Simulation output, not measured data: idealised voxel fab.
You're looking at the process module voxel self aligned vias.
We display cut, a cross-section 255 nm in width whose square cells are each 5 nm.
The cross-sections in this document take the form of a grid made of square cells. They are written out as bands, in order from top to bottom. Each band consists of one or more rows of cells.
In this notation a band is specified by the heights of its top and bottom, in that order and in nm, after which its materials appear from left to right, each paired with its width in nm. The word "full width" attached to a single material means that material fills the band from edge to edge; the word "empty" stands for empty space.
Height reference: 0 = level under which incoming wafer is all one material. Lowest band: no bottom, runs on downward, e.g. "top 0, no bottom".
You'd read "30->40" like this: the band's top row of cells is as wide as the first number, its bottom row is as wide as the second, and going down, every row changes width by the same amount as the row before did.
"no modification" (step): cross-section cells unchanged, all of them.
Entry "Sealed void inventory". Content: empty spaces with no open connection to the top, size 8 cells or greater. Each: width x height at distance. Distance: from left edge. Unit: nm.
The remark found on a step's line after its settings is issued by the simulator itself and pertains to that step.
The optional step-line setting "overlay nm" applies to steps with a mask and quantifies how far to the right of its planned location the mask lay, a negative value indicating leftward placement.

## plan
step 1: op RECEIVE | material Si
step 2: op CONFORMAL_DEP | material SiO2 | thk nm 10
step 3: op CONFORMAL_DEP | material SiCN | thk nm 5
step 4: op DIRECTIONAL_DEP | material lowk | thk nm 20
step 5: op MASKED_ETCH | tone open | mask id LINES | width nm 20 | pitch nm 55 | etch materials lowk | depth nm 20 | overlay nm 0
step 6: op CONFORMAL_DEP | material TiN | thk nm 5
step 7: op FILL_DEP | material W | thk nm 5
step 8: op CMP | height nm 35
step 9: op SELECTIVE_ETCH | etch materials W Ru TiN | depth nm 5
step 10: op FILL_DEP | material SiN | thk nm 10
step 11: op CMP | height nm 35
step 12: op DIRECTIONAL_DEP | material lowk | thk nm 20
step 13: op PATTERN | tone open | mask id VIAS | material resist | width nm 40 | pitch nm 55 | thk nm 20 | overlay nm 0
step 14: op DIRECTIONAL_ETCH | etch materials lowk | depth nm 20
step 15: op DIRECTIONAL_ETCH | etch materials SiN | depth nm 5
step 16: op STRIP | etch materials resist
step 17: op CONFORMAL_DEP | material TiN | thk nm 5
step 18: op FILL_DEP | material Ru | thk nm 10
step 19: op CMP | height nm 55
step 20: op CONFORMAL_DEP | material SiCN | thk nm 5

## Wafer at receipt (post step 1), cross-section
- top 0, no bottom | Si full width
- Sealed void inventory: none

## First of two wafers at the end of the module, shown in cross-section; run carried out as planned
- top 60, bottom 55 | SiCN full width
- top 55, bottom 40 | 50 lowk; 5 TiN; 30 Ru; 5 TiN; 15 lowk; 5 TiN; 30 Ru; 5 TiN; 15 lowk; 5 TiN; 30 Ru; 5 TiN; 55 lowk
- top 40, bottom 35 | 50 lowk; 15 TiN; 10 Ru; 15 TiN; 15 lowk; 15 TiN; 10 Ru; 15 TiN; 15 lowk; 15 TiN; 10 Ru; 15 TiN; 55 lowk
- top 35, bottom 30 | 60 lowk; 20 TiN; 35 lowk; 20 TiN; 35 lowk; 20 TiN; 65 lowk
- top 30, bottom 20 | 60 lowk; 5 TiN; 10 W; 5 TiN; 35 lowk; 5 TiN; 10 W; 5 TiN; 35 lowk; 5 TiN; 10 W; 5 TiN; 65 lowk
- top 20, bottom 15 | 60 lowk; 20 TiN; 35 lowk; 20 TiN; 35 lowk; 20 TiN; 65 lowk
- top 15, bottom 10 | SiCN full width
- top 10, bottom 0 | SiO2 full width
- top 0, no bottom | Si full width
- Sealed void inventory: none

## This cross-section belongs to the second wafer of two at the end of the module; the start and the plan were shared with the first, and the run included one mistake
- top 60, bottom 55 | SiCN full width
- top 55, bottom 40 | 50 lowk; 5 TiN; 30 Ru; 5 TiN; 15 lowk; 5 TiN; 30 Ru; 5 TiN; 15 lowk; 5 TiN; 30 Ru; 5 TiN; 55 lowk
- top 40, bottom 35 | 50 lowk; 40 TiN; 15 lowk; 40 TiN; 15 lowk; 40 TiN; 55 lowk
- top 35, bottom 30 | 50 SiN; 10 TiN; 20 lowk; 10 TiN; 15 SiN; 10 TiN; 20 lowk; 10 TiN; 15 SiN; 10 TiN; 20 lowk; 10 TiN; 55 SiN
- top 30, bottom 20 | 55 W; 5 TiN; 20 lowk; 5 TiN; 25 W; 5 TiN; 20 lowk; 5 TiN; 25 W; 5 TiN; 20 lowk; 5 TiN; 60 W
- top 20, bottom 15 | 60 TiN; 20 lowk; 35 TiN; 20 lowk; 35 TiN; 20 lowk; 65 TiN
- top 15, bottom 10 | SiCN full width
- top 10, bottom 0 | SiO2 full width
- top 0, no bottom | Si full width
- Sealed void inventory: none
The mistake made against the process plan was this: step 5 was not run as planned; what actually ran was op MASKED_ETCH | tone cover | mask id LINES | width nm 20 | pitch nm 55 | etch materials lowk | depth nm 20 | overlay nm 0
Count the cells at the end and the second wafer has more or fewer of some materials than the first: Ru -6 | SiN +27 | TiN +33 | W +54 | lowk -108
